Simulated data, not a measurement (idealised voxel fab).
voxel self aligned vias: a process module
Each square cell in cross-section cut measures 5 nm, and the section as a whole is 240 nm wide.
Each cross-section below is a grid of square cells, stated as bands in top-down order, with one or more rows of cells making up each band. Each band's line starts with the height of the band's top and of its bottom, in nm. Then come its materials from left to right, each with its width in nm. One material with "throughout" fills the band from edge to edge. "air" is empty space. The reference from which all heights are counted is 0, the level beneath which the as-received wafer is entirely one material; the lowest band, having no lower bound, proceeds downward and is written after the example "0 nm and below". Per-row width for "30 to 40": begins at first number (top row of band), ends at second number (bottom row), increment between rows held constant. The cross-section has no changed cell in any step marked "changes: none". Empty spaces counting at least 8 cells and having no open way to the top are listed in "Sealed void inventory". The notation width x height at distance is used for each, the distance being from the left edge and all three values in nm. Past the settings on a step's line: simulator remark, on that step. What "overlay nm" on a step's line means: if the step has a mask, that mask lay this far to the right of its planned place, or, when the value is negative, to the left.

-- Listed below are the process steps as planned
| 1 | op RECEIVE | material Si |
| 2 | op CONFORMAL_DEP | material SiO2 | thk nm 15 |
| 3 | op CONFORMAL_DEP | material SiCN | thk nm 5 |
| 4 | op DIRECTIONAL_DEP | material lowk | thk nm 25 |
| 5 | op DIRECTIONAL_DEP | material aC | thk nm 15 |
| 6 | op PATTERN | tone open | mask id LINES | material resist | width nm 25 | pitch nm 65 | thk nm 35 | overlay nm 0 |
| 7 | op DIRECTIONAL_ETCH | etch materials aC | depth nm 15 |
| 8 | op STRIP | etch materials resist |
| 9 | op DIRECTIONAL_ETCH | etch materials lowk | depth nm 25 |
| 10 | op STRIP | etch materials aC |
| 11 | op CONFORMAL_DEP | material TiN | thk nm 5 |
| 12 | op FILL_DEP | material W | thk nm 5 |
| 13 | op CMP | height nm 45 |
| 14 | op SELECTIVE_ETCH | etch materials W Ru TiN | depth nm 10 |
| 15 | op FILL_DEP | material SiN | thk nm 5 |
| 16 | op CMP | height nm 45 |
| 17 | op DIRECTIONAL_DEP | material lowk | thk nm 15 |
| 18 | op MASKED_ETCH | tone open | mask id VIAS | width nm 35 | pitch nm 130 | etch materials lowk | depth nm 15 | overlay nm 0 |
| 19 | op MASKED_ETCH | tone open | mask id VIAS | width nm 35 | pitch nm 130 | etch materials SiN | depth nm 10 | overlay nm 0 |
| 20 | op CONFORMAL_DEP | material TiN | thk nm 5 |
| 21 | op FILL_DEP | material Cu | thk nm 5 |
| 22 | op CMP | height nm 60 |
| 23 | op CONFORMAL_DEP | material SiCN | thk nm 5 |

-- as received, after step 1
  0 nm and below = Si throughout
  Sealed void inventory: none

-- Here's the cross-section of the first of our two wafers at the end of the module - it ran as planned
  65 nm to 60 nm = SiCN throughout
  60 nm to 50 nm = 35 lowk | 5 TiN | 25 Cu | 5 TiN | 95 lowk | 5 TiN | 25 Cu | 5 TiN | 40 lowk
  50 nm to 45 nm = 35 lowk | 10 TiN | 15 Cu | 10 TiN | 95 lowk | 10 TiN | 15 Cu | 10 TiN | 40 lowk
  45 nm to 40 nm = 40 lowk | 5 TiN | 15 Cu | 5 TiN | 40 lowk | 25 SiN | 40 lowk | 5 TiN | 15 Cu | 5 TiN | 45 lowk
  40 nm to 35 nm = 40 lowk | 25 TiN | 40 lowk | 25 SiN | 40 lowk | 25 TiN | 45 lowk
  35 nm to 25 nm = 40 lowk | 5 TiN | 15 W | 5 TiN | 40 lowk | 5 TiN | 15 W | 5 TiN | 40 lowk | 5 TiN | 15 W | 5 TiN | 45 lowk
  25 nm to 20 nm = 40 lowk | 25 TiN | 40 lowk | 25 TiN | 40 lowk | 25 TiN | 45 lowk
  20 nm to 15 nm = SiCN throughout
  15 nm to 0 nm = SiO2 throughout
  0 nm and below = Si throughout
  Sealed void inventory: none

-- Second wafer cross-section at end of module - shared start and plan with the first, one mistake in the run
  65 nm to 60 nm = SiCN throughout
  60 nm to 45 nm = 35 lowk | 5 TiN | 25 Cu | 5 TiN | 95 lowk | 5 TiN | 25 Cu | 5 TiN | 40 lowk
  45 nm to 40 nm = 35 SiN | 10 TiN | 15 Cu | 10 TiN | 95 SiN | 10 TiN | 15 Cu | 10 TiN | 40 SiN
  40 nm to 35 nm = 40 lowk | 25 TiN | 40 lowk | 25 SiN | 40 lowk | 25 TiN | 45 lowk
  35 nm to 20 nm = 40 lowk | 5 TiN | 15 W | 5 TiN | 40 lowk | 5 TiN | 15 W | 5 TiN | 40 lowk | 5 TiN | 15 W | 5 TiN | 45 lowk
  20 nm to 15 nm = 40 lowk | 25 TiN | 40 lowk | 25 TiN | 40 lowk | 25 TiN | 45 lowk
  15 nm to 0 nm = SiO2 throughout
  0 nm and below = Si throughout
  Sealed void inventory: none
What was done differently from what was planned? plan step 3: skipped, not run
Heads up, by the end the second wafer has more or fewer cells of some materials compared to the first: 4 more of Cu, 48 fewer of SiCN, 29 more of SiN, 6 more of TiN, 9 more of W
